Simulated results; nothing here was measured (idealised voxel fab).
The document below concerns the process module designated voxel wiring stack.
We display cut, a cross-section 200 nm in width whose square cells are each 5 nm.
Think of the cross-section as a grid of square cells. We describe it in bands, top to bottom, and each band covers one or more rows of those cells.
Look at the band entry: it leads with the top's height and the bottom's height in nm. Then it lists the materials left to right, with a width in nm for each. The word "edge to edge" on a single material says that material fills the band edge to edge. The word "blank" is empty space.
Heights from 0 (as-received wafer is one material below). Bottom band endless downward, as "0..down".
When a width is written as two numbers, as in "30 to 40", the first number is the width in the top row of cells of the band and the second is the width in its bottom row, and the width changes by the same amount from each row to the next.
It should be understood that the words "nothing different", when stated for a given step, signify that the cross-section underwent no change in any of its cells during that step.
Closed empty spaces (no open way to the top) of 8 cells or more are what "Sealed voids" lists, each as width x height at distance from the left edge, nm for all three.
Step line, after settings: the simulator's comment on this step.
overlay nm: where the mask lay relative to plan, measured to the right, on steps with a mask; negatives go left.

### The planned process steps are enumerated hereunder
- 1: RECEIVE | material Si
- 2: CONFORMAL_DEP | material SiO2 | thk nm 10
- 3: DIRECTIONAL_DEP | material TiN | thk nm 5
- 4: DIRECTIONAL_DEP | material Ru | thk nm 25
- 5: PATTERN | tone cover | mask id METAL_1 | material resist | width nm 30 | pitch nm 45 | thk nm 20 | overlay nm 0
- 6: DIRECTIONAL_ETCH | etch materials Ru | depth nm 25
- 7: DIRECTIONAL_ETCH | etch materials TiN | depth nm 5
- 8: STRIP | etch materials resist
- 9: FILL_DEP | material SiO2 | thk nm 10
- 10: CMP | height nm 40
- 11: CONFORMAL_DEP | material SiCN | thk nm 5
- 12: DIRECTIONAL_DEP | material lowk | thk nm 10
- 13: PATTERN | tone open | mask id PLUG_1 | material resist | width nm 15 | pitch nm 45 | thk nm 15 | overlay nm 0
- 14: DIRECTIONAL_ETCH | etch materials lowk | depth nm 10
- 15: DIRECTIONAL_ETCH | etch materials SiCN | depth nm 5
- 16: STRIP | etch materials resist
- 17: CONFORMAL_DEP | material TiN | thk nm 5
- 18: FILL_DEP | material Cu | thk nm 5
- 19: CMP | height nm 55
- 20: CONFORMAL_DEP | material SiCN | thk nm 5
- 21: DIRECTIONAL_DEP | material lowk | thk nm 25
- 22: PATTERN | tone open | mask id METAL_2 | material resist | width nm 30 | pitch nm 45 | thk nm 15 | overlay nm 0
- 23: DIRECTIONAL_ETCH | etch materials lowk | depth nm 25
- 24: DIRECTIONAL_ETCH | etch materials SiCN | depth nm 5
- 25: STRIP | etch materials resist
- 26: CONFORMAL_DEP | material TiN | thk nm 5
- 27: FILL_DEP | material Ru | thk nm 10
- 28: CMP | height nm 85
- 29: EPI | material Ru | thk nm 5
- 30: FILL_DEP | material SiCN | thk nm 5

### So, the first of our two wafers, run just as we planned it

### Incoming wafer in cross-section (state: after step 1)
0..down: Si edge to edge
Sealed voids: none

### Presented here is a cross-section of the wafer after step 2 has been performed
10..0: SiO2 edge to edge
Anything lower than 0 is untouched.

### Presented here is a cross-section of the wafer after step 3 has been performed
15..10: TiN edge to edge
Anything lower than 10 is untouched.

### Presented here is a cross-section of the wafer after step 4 has been performed
40..15: Ru edge to edge
Anything lower than 15 is untouched.

### Presented here is a cross-section of the wafer after step 5 has been performed
60..40: 40 of blank  30 of resist  15 of blank  30 of resist  15 of blank  30 of resist  40 of blank
Anything lower than 40 is untouched.

### Presented here is a cross-section of the wafer after step 6 has been performed
60..40: 40 of blank  30 of resist  15 of blank  30 of resist  15 of blank  30 of resist  40 of blank
40..15: 40 of blank  30 of Ru  15 of blank  30 of Ru  15 of blank  30 of Ru  40 of blank
Anything lower than 15 is untouched.

### Presented here is a cross-section of the wafer after step 7 has been performed
60..40: 40 of blank  30 of resist  15 of blank  30 of resist  15 of blank  30 of resist  40 of blank
40..15: 40 of blank  30 of Ru  15 of blank  30 of Ru  15 of blank  30 of Ru  40 of blank
15..10: 40 of blank  30 of TiN  15 of blank  30 of TiN  15 of blank  30 of TiN  40 of blank
Anything lower than 10 is untouched.

### Presented here is a cross-section of the wafer after step 8 has been performed
40..15: 40 of blank  30 of Ru  15 of blank  30 of Ru  15 of blank  30 of Ru  40 of blank
Anything lower than 15 is untouched.

### Presented here is a cross-section of the wafer after step 9 has been performed
50..40: SiO2 edge to edge
40..15: 40 of SiO2  30 of Ru  15 of SiO2  30 of Ru  15 of SiO2  30 of Ru  40 of SiO2
15..10: 40 of SiO2  30 of TiN  15 of SiO2  30 of TiN  15 of SiO2  30 of TiN  40 of SiO2
Anything lower than 10 is untouched.

### Presented here is a cross-section of the wafer after step 10 has been performed
40..15: 40 of SiO2  30 of Ru  15 of SiO2  30 of Ru  15 of SiO2  30 of Ru  40 of SiO2
Anything lower than 15 is untouched.

### Presented here is a cross-section of the wafer after step 11 has been performed
45..40: SiCN edge to edge
Anything lower than 40 is untouched.

### Presented here is a cross-section of the wafer after step 12 has been performed
55..45: lowk edge to edge
Anything lower than 45 is untouched.

### Presented here is a cross-section of the wafer after step 13 has been performed
70..55: 40 of resist  15 of blank  30 of resist  15 of blank  30 of resist  15 of blank  55 of resist
Anything lower than 55 is untouched.

### Presented here is a cross-section of the wafer after step 14 has been performed
70..55: 40 of resist  15 of blank  30 of resist  15 of blank  30 of resist  15 of blank  55 of resist
55..45: 40 of lowk  15 of blank  30 of lowk  15 of blank  30 of lowk  15 of blank  55 of lowk
Anything lower than 45 is untouched.

### Presented here is a cross-section of the wafer after step 15 has been performed
70..55: 40 of resist  15 of blank  30 of resist  15 of blank  30 of resist  15 of blank  55 of resist
55..45: 40 of lowk  15 of blank  30 of lowk  15 of blank  30 of lowk  15 of blank  55 of lowk
45..40: 40 of SiCN  15 of blank  30 of SiCN  15 of blank  30 of SiCN  15 of blank  55 of SiCN
Anything lower than 40 is untouched.

### Presented here is a cross-section of the wafer after step 16 has been performed
55..45: 40 of lowk  15 of blank  30 of lowk  15 of blank  30 of lowk  15 of blank  55 of lowk
Anything lower than 45 is untouched.

### Presented here is a cross-section of the wafer after step 17 has been performed
60..55: 45 of TiN  5 of blank  40 of TiN  5 of blank  40 of TiN  5 of blank  60 of TiN
55..45: 40 of lowk  5 of TiN  5 of blank  5 of TiN  30 of lowk  5 of TiN  5 of blank  5 of TiN  30 of lowk  5 of TiN  5 of blank  5 of TiN  55 of lowk
45..40: 40 of SiCN  15 of TiN  30 of SiCN  15 of TiN  30 of SiCN  15 of TiN  55 of SiCN
Anything lower than 40 is untouched.

### Presented here is a cross-section of the wafer after step 18 has been performed
65..60: Cu edge to edge
60..55: 45 of TiN  5 of Cu  40 of TiN  5 of Cu  40 of TiN  5 of Cu  60 of TiN
55..45: 40 of lowk  5 of TiN  5 of Cu  5 of TiN  30 of lowk  5 of TiN  5 of Cu  5 of TiN  30 of lowk  5 of TiN  5 of Cu  5 of TiN  55 of lowk
Anything lower than 45 is untouched.

### Presented here is a cross-section of the wafer after step 19 has been performed
55..45: 40 of lowk  5 of TiN  5 of Cu  5 of TiN  30 of lowk  5 of TiN  5 of Cu  5 of TiN  30 of lowk  5 of TiN  5 of Cu  5 of TiN  55 of lowk
Anything lower than 45 is untouched.

### Presented here is a cross-section of the wafer after step 20 has been performed
60..55: SiCN edge to edge
Anything lower than 55 is untouched.

### Presented here is a cross-section of the wafer after step 21 has been performed
85..60: lowk edge to edge
Anything lower than 60 is untouched.

### Presented here is a cross-section of the wafer after step 22 has been performed
100..85: 40 of resist  30 of blank  15 of resist  30 of blank  15 of resist  30 of blank  40 of resist
Anything lower than 85 is untouched.

### Presented here is a cross-section of the wafer after step 23 has been performed
100..85: 40 of resist  30 of blank  15 of resist  30 of blank  15 of resist  30 of blank  40 of resist
85..60: 40 of lowk  30 of blank  15 of lowk  30 of blank  15 of lowk  30 of blank  40 of lowk
Anything lower than 60 is untouched.

### Presented here is a cross-section of the wafer after step 24 has been performed
100..85: 40 of resist  30 of blank  15 of resist  30 of blank  15 of resist  30 of blank  40 of resist
85..60: 40 of lowk  30 of blank  15 of lowk  30 of blank  15 of lowk  30 of blank  40 of lowk
60..55: 40 of SiCN  30 of blank  15 of SiCN  30 of blank  15 of SiCN  30 of blank  40 of SiCN
Anything lower than 55 is untouched.

### Presented here is a cross-section of the wafer after step 25 has been performed
85..60: 40 of lowk  30 of blank  15 of lowk  30 of blank  15 of lowk  30 of blank  40 of lowk
Anything lower than 60 is untouched.

### Presented here is a cross-section of the wafer after step 26 has been performed
90..85: 45 of TiN  20 of blank  25 of TiN  20 of blank  25 of TiN  20 of blank  45 of TiN
85..60: 40 of lowk  5 of TiN  20 of blank  5 of TiN  15 of lowk  5 of TiN  20 of blank  5 of TiN  15 of lowk  5 of TiN  20 of blank  5 of TiN  40 of lowk
60..55: 40 of SiCN  30 of TiN  15 of SiCN  30 of TiN  15 of SiCN  30 of TiN  40 of SiCN
Anything lower than 55 is untouched.

### Presented here is a cross-section of the wafer after step 27 has been performed
100..90: Ru edge to edge
90..85: 45 of TiN  20 of Ru  25 of TiN  20 of Ru  25 of TiN  20 of Ru  45 of TiN
85..60: 40 of lowk  5 of TiN  20 of Ru  5 of TiN  15 of lowk  5 of TiN  20 of Ru  5 of TiN  15 of lowk  5 of TiN  20 of Ru  5 of TiN  40 of lowk
Anything lower than 60 is untouched.

### Presented here is a cross-section of the wafer after step 28 has been performed
85..60: 40 of lowk  5 of TiN  20 of Ru  5 of TiN  15 of lowk  5 of TiN  20 of Ru  5 of TiN  15 of lowk  5 of TiN  20 of Ru  5 of TiN  40 of lowk
Anything lower than 60 is untouched.

### Presented here is a cross-section of the wafer after step 29 has been performed
90..85: 35 of blank  40 of Ru  5 of blank  40 of Ru  5 of blank  40 of Ru  35 of blank
Anything lower than 85 is untouched.

### Presented here is a cross-section of the wafer after step 30 has been performed
95..90: SiCN edge to edge
90..85: 35 of SiCN  40 of Ru  5 of SiCN  40 of Ru  5 of SiCN  40 of Ru  35 of SiCN
Anything lower than 85 is untouched.

### The remaining wafer, second of the two, started like the first and was run to the same plan, except that one mistake was made along the way; the two coincide through step 4, inclusive

### Second wafer profile in section, at the moment step 5 of the plan was meant to be complete
60..40: 45 of blank  25 of resist  20 of blank  25 of resist  20 of blank  25 of resist  40 of blank
Anything lower than 40 is untouched.

### Second wafer profile in section, at the moment step 6 of the plan was meant to be complete
60..40: 45 of blank  25 of resist  20 of blank  25 of resist  20 of blank  25 of resist  40 of blank
40..15: 45 of blank  25 of Ru  20 of blank  25 of Ru  20 of blank  25 of Ru  40 of blank
Anything lower than 15 is untouched.

### Second wafer profile in section, at the moment step 7 of the plan was meant to be complete
60..40: 45 of blank  25 of resist  20 of blank  25 of resist  20 of blank  25 of resist  40 of blank
40..15: 45 of blank  25 of Ru  20 of blank  25 of Ru  20 of blank  25 of Ru  40 of blank
15..10: 45 of blank  25 of TiN  20 of blank  25 of TiN  20 of blank  25 of TiN  40 of blank
Anything lower than 10 is untouched.

### Second wafer profile in section, at the moment step 8 of the plan was meant to be complete
40..15: 45 of blank  25 of Ru  20 of blank  25 of Ru  20 of blank  25 of Ru  40 of blank
Anything lower than 15 is untouched.

### Second wafer profile in section, at the moment step 9 of the plan was meant to be complete
50..40: SiO2 edge to edge
40..15: 45 of SiO2  25 of Ru  20 of SiO2  25 of Ru  20 of SiO2  25 of Ru  40 of SiO2
15..10: 45 of SiO2  25 of TiN  20 of SiO2  25 of TiN  20 of SiO2  25 of TiN  40 of SiO2
Anything lower than 10 is untouched.

### Second wafer profile in section, at the moment step 10 of the plan was meant to be complete
40..15: 45 of SiO2  25 of Ru  20 of SiO2  25 of Ru  20 of SiO2  25 of Ru  40 of SiO2
Anything lower than 15 is untouched.

### Second wafer profile in section, at the moment step 11 of the plan was meant to be complete
45..40: SiCN edge to edge
Anything lower than 40 is untouched.

### Second wafer profile in section, at the moment step 12 of the plan was meant to be complete
55..45: lowk edge to edge
Anything lower than 45 is untouched.

### Second wafer profile in section, at the moment step 13 of the plan was meant to be complete
70..55: 40 of resist  15 of blank  30 of resist  15 of blank  30 of resist  15 of blank  55 of resist
Anything lower than 55 is untouched.

### Second wafer profile in section, at the moment step 14 of the plan was meant to be complete
70..55: 40 of resist  15 of blank  30 of resist  15 of blank  30 of resist  15 of blank  55 of resist
55..45: 40 of lowk  15 of blank  30 of lowk  15 of blank  30 of lowk  15 of blank  55 of lowk
Anything lower than 45 is untouched.

### Second wafer profile in section, at the moment step 15 of the plan was meant to be complete
70..55: 40 of resist  15 of blank  30 of resist  15 of blank  30 of resist  15 of blank  55 of resist
55..45: 40 of lowk  15 of blank  30 of lowk  15 of blank  30 of lowk  15 of blank  55 of lowk
45..40: 40 of SiCN  15 of blank  30 of SiCN  15 of blank  30 of SiCN  15 of blank  55 of SiCN
Anything lower than 40 is untouched.

### Second wafer profile in section, at the moment step 16 of the plan was meant to be complete
55..45: 40 of lowk  15 of blank  30 of lowk  15 of blank  30 of lowk  15 of blank  55 of lowk
Anything lower than 45 is untouched.

### Second wafer profile in section, at the moment step 17 of the plan was meant to be complete
60..55: 45 of TiN  5 of blank  40 of TiN  5 of blank  40 of TiN  5 of blank  60 of TiN
55..45: 40 of lowk  5 of TiN  5 of blank  5 of TiN  30 of lowk  5 of TiN  5 of blank  5 of TiN  30 of lowk  5 of TiN  5 of blank  5 of TiN  55 of lowk
45..40: 40 of SiCN  15 of TiN  30 of SiCN  15 of TiN  30 of SiCN  15 of TiN  55 of SiCN
Anything lower than 40 is untouched.

### Second wafer profile in section, at the moment step 18 of the plan was meant to be complete
65..60: Cu edge to edge
60..55: 45 of TiN  5 of Cu  40 of TiN  5 of Cu  40 of TiN  5 of Cu  60 of TiN
55..45: 40 of lowk  5 of TiN  5 of Cu  5 of TiN  30 of lowk  5 of TiN  5 of Cu  5 of TiN  30 of lowk  5 of TiN  5 of Cu  5 of TiN  55 of lowk
Anything lower than 45 is untouched.

### Second wafer profile in section, at the moment step 19 of the plan was meant to be complete
55..45: 40 of lowk  5 of TiN  5 of Cu  5 of TiN  30 of lowk  5 of TiN  5 of Cu  5 of TiN  30 of lowk  5 of TiN  5 of Cu  5 of TiN  55 of lowk
Anything lower than 45 is untouched.

### Second wafer profile in section, at the moment step 20 of the plan was meant to be complete
60..55: SiCN edge to edge
Anything lower than 55 is untouched.

### Second wafer profile in section, at the moment step 21 of the plan was meant to be complete
85..60: lowk edge to edge
Anything lower than 60 is untouched.

### Second wafer profile in section, at the moment step 22 of the plan was meant to be complete
100..85: 40 of resist  30 of blank  15 of resist  30 of blank  15 of resist  30 of blank  40 of resist
Anything lower than 85 is untouched.

### Second wafer profile in section, at the moment step 23 of the plan was meant to be complete
100..85: 40 of resist  30 of blank  15 of resist  30 of blank  15 of resist  30 of blank  40 of resist
85..60: 40 of lowk  30 of blank  15 of lowk  30 of blank  15 of lowk  30 of blank  40 of lowk
Anything lower than 60 is untouched.

### Second wafer profile in section, at the moment step 24 of the plan was meant to be complete
100..85: 40 of resist  30 of blank  15 of resist  30 of blank  15 of resist  30 of blank  40 of resist
85..60: 40 of lowk  30 of blank  15 of lowk  30 of blank  15 of lowk  30 of blank  40 of lowk
60..55: 40 of SiCN  30 of blank  15 of SiCN  30 of blank  15 of SiCN  30 of blank  40 of SiCN
Anything lower than 55 is untouched.

### Second wafer profile in section, at the moment step 25 of the plan was meant to be complete
85..60: 40 of lowk  30 of blank  15 of lowk  30 of blank  15 of lowk  30 of blank  40 of lowk
Anything lower than 60 is untouched.

### Second wafer profile in section, at the moment step 26 of the plan was meant to be complete
90..85: 45 of TiN  20 of blank  25 of TiN  20 of blank  25 of TiN  20 of blank  45 of TiN
85..60: 40 of lowk  5 of TiN  20 of blank  5 of TiN  15 of lowk  5 of TiN  20 of blank  5 of TiN  15 of lowk  5 of TiN  20 of blank  5 of TiN  40 of lowk
60..55: 40 of SiCN  30 of TiN  15 of SiCN  30 of TiN  15 of SiCN  30 of TiN  40 of SiCN
Anything lower than 55 is untouched.

### Second wafer profile in section, at the moment step 27 of the plan was meant to be complete
100..90: Ru edge to edge
90..85: 45 of TiN  20 of Ru  25 of TiN  20 of Ru  25 of TiN  20 of Ru  45 of TiN
85..60: 40 of lowk  5 of TiN  20 of Ru  5 of TiN  15 of lowk  5 of TiN  20 of Ru  5 of TiN  15 of lowk  5 of TiN  20 of Ru  5 of TiN  40 of lowk
Anything lower than 60 is untouched.

### Second wafer profile in section, at the moment step 28 of the plan was meant to be complete
85..60: 40 of lowk  5 of TiN  20 of Ru  5 of TiN  15 of lowk  5 of TiN  20 of Ru  5 of TiN  15 of lowk  5 of TiN  20 of Ru  5 of TiN  40 of lowk
Anything lower than 60 is untouched.

### Second wafer profile in section, at the moment step 29 of the plan was meant to be complete
90..85: 35 of blank  40 of Ru  5 of blank  40 of Ru  5 of blank  40 of Ru  35 of blank
Anything lower than 85 is untouched.

### Second wafer profile in section, at the moment step 30 of the plan was meant to be complete
95..90: SiCN edge to edge
90..85: 35 of SiCN  40 of Ru  5 of SiCN  40 of Ru  5 of SiCN  40 of Ru  35 of SiCN
Anything lower than 85 is untouched.
Want to know what went wrong? step 5 did not happen as planned, as run it was PATTERN | tone cover | mask id METAL_1 | material resist | width nm 25 | pitch nm 45 | thk nm 20 | overlay nm 0
Once processing is complete, comparing cell counts shows that the second wafer has more or fewer of certain materials than the first: Ru: 15 fewer | SiO2: 18 more | TiN: 3 fewer
